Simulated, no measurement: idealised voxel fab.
process module | voxel fin reveal
cross-section cut | 285 nm wide | cells 5 nm
A cross-section is a grid of square cells, given in bands from the top down. A band is one or more rows of cells.
Each band's line starts with the height of the band's top and of its bottom, in nm. Then come its materials from left to right, each with its width in nm. One material with "throughout" fills the band from edge to edge. "air" is empty space.
Height 0 is the level under which the wafer as received is all one material. The lowest band goes on downwards, as in "0 down".
A width such as "30 to 40" changes by the same amount from each row of cells to the next, from the band's top row to its bottom row.
"no change" after a step means that no cell of the cross-section changed.
closed voids: empty space of 8 cells or more with no open way to the top, each as width x height at its distance from the left edge, in nm
after a step's settings: what the simulator itself notes on the step
overlay nm, on a step with a mask: how far to the right of its planned place the mask lay; to the left if negative
plan
1 op RECEIVE | material Si
2 op CONFORMAL_DEP | material SiN | thk nm 10
3 op MASKED_ETCH | tone cover | mask id FINS | width nm 15 | pitch nm 35 | etch materials SiN | depth nm 10 | overlay nm 0
4 op MASKED_ETCH | tone cover | mask id FINS | width nm 15 | pitch nm 35 | etch materials Si | depth nm 30 | overlay nm 0
5 op OXIDIZE | depth nm 5
6 op FILL_DEP | material SiO2 | thk nm 15
7 op CMP | height nm 10
8 op SELECTIVE_ETCH | etch materials SiO2 | depth nm 20
9 op STRIP | etch materials SiN
10 op CONFORMAL_DEP | material SiO2 | thk nm 5
as received, after step 1
  0 down: Si throughout
  closed voids: none
first wafer at the end, as planned
  5 to 0: air 80 | SiO2 15 | air 20 | SiO2 15 | air 20 | SiO2 15 | air 20 | SiO2 15 | air 85
  0 to -5: air 80 | SiO2 5 | Si 5 | SiO2 5 | air 20 | SiO2 5 | Si 5 | SiO2 5 | air 20 | SiO2 5 | Si 5 | SiO2 5 | air 20 | SiO2 5 | Si 5 | SiO2 5 | air 85
  -5 to -35: SiO2 85 | Si 5 | SiO2 30 | Si 5 | SiO2 30 | Si 5 | SiO2 30 | Si 5 | SiO2 90
  -35 down: Si throughout
  closed voids: none
second wafer at the end: like start, like plan, one mistake
  5 to 0: air 80 | SiO2 15 | air 20 | SiO2 15 | air 20 | SiO2 15 | air 20 | SiO2 15 | air 85
  0 to -5: air 75 | SiO2 10 | Si 5 | SiO2 5 | air 15 | SiO2 10 | Si 5 | SiO2 5 | air 15 | SiO2 10 | Si 5 | SiO2 5 | air 15 | SiO2 10 | Si 5 | SiO2 5 | air 85
  -5 to -35: SiO2 80 | Si 10 | SiO2 25 | Si 10 | SiO2 25 | Si 10 | SiO2 25 | Si 10 | SiO2 90
  -35 down: Si throughout
  closed voids: none
what went wrong: step 4 ran as: op MASKED_ETCH | tone cover | mask id FINS | width nm 15 | pitch nm 35 | etch materials Si | depth nm 30 | overlay nm -5
at the end the second wafer has, in cells: 24 more of Si | 20 fewer of SiO2
